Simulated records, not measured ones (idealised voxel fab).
The process module that follows is named voxel tone inversion.
Displayed cross-section: cut, width of 160 nm, square cells sized 5 nm.
Each cross-section below is a grid of square cells, stated as bands in top-down order, with one or more rows of cells making up each band. Heads up on the band format: heights come first, top then bottom, in nm. After that it's the materials left to right, each with its width in nm. A single material flagged "full width" fills the whole band edge to edge, and "blank" means there's empty space there. For the purposes of this specification, 0 denotes the height below which the wafer in its as-received condition is composed wholly of one material, and the lowermost band, lacking a lower limit, extends downward without end, as expressed in "0..down". Top row gets the first number, bottom row gets the second, and each row in between changes by the same step: that is how a band width like "30->40" works. "all unchanged" means the step left every cell of the cross-section as it was. "Sealed void listing" - sealed voids, min. 8 cells, no opening to top; format: width x height at distance (distance from left edge; nm throughout). On a step's line, text after the settings is the simulator commenting on that step. If you see "overlay nm" on a step's line and that step has a mask, it's telling you how far right of where it was planned the mask ended up; a negative number means it went left instead.

### Listed below are the process steps as planned
1. RECEIVE: material Si
2. CONFORMAL_DEP: material SiCN, thk nm 5
3. DIRECTIONAL_DEP: material aC, thk nm 25
4. PATTERN: tone cover, mask id POSTS, material resist, width nm 25, pitch nm 40, thk nm 30, overlay nm 0
5. DIRECTIONAL_ETCH: etch materials aC, depth nm 25
6. STRIP: etch materials resist
7. FILL_DEP: material SiO2, thk nm 5
8. CMP: height nm 30
9. STRIP: etch materials aC

### Incoming wafer in cross-section (state: after step 1)
> 0..down  Si full width
> Sealed void listing: none

### End-of-module cross-section. Starting structure and process plan as above; one mistake made in running it
> 30..5  20 of SiO2  25 of blank  15 of SiO2  25 of blank  15 of SiO2  25 of blank  35 of SiO2
> 5..0  SiCN full width
> 0..down  Si full width
> Sealed void listing: none
It is concluded that the wafer was processed incorrectly with respect to the plan, in that step 4, actual vs plan mismatch, actual run PATTERN: tone cover, mask id POSTS, material resist, width nm 25, pitch nm 40, thk nm 30, overlay nm -5
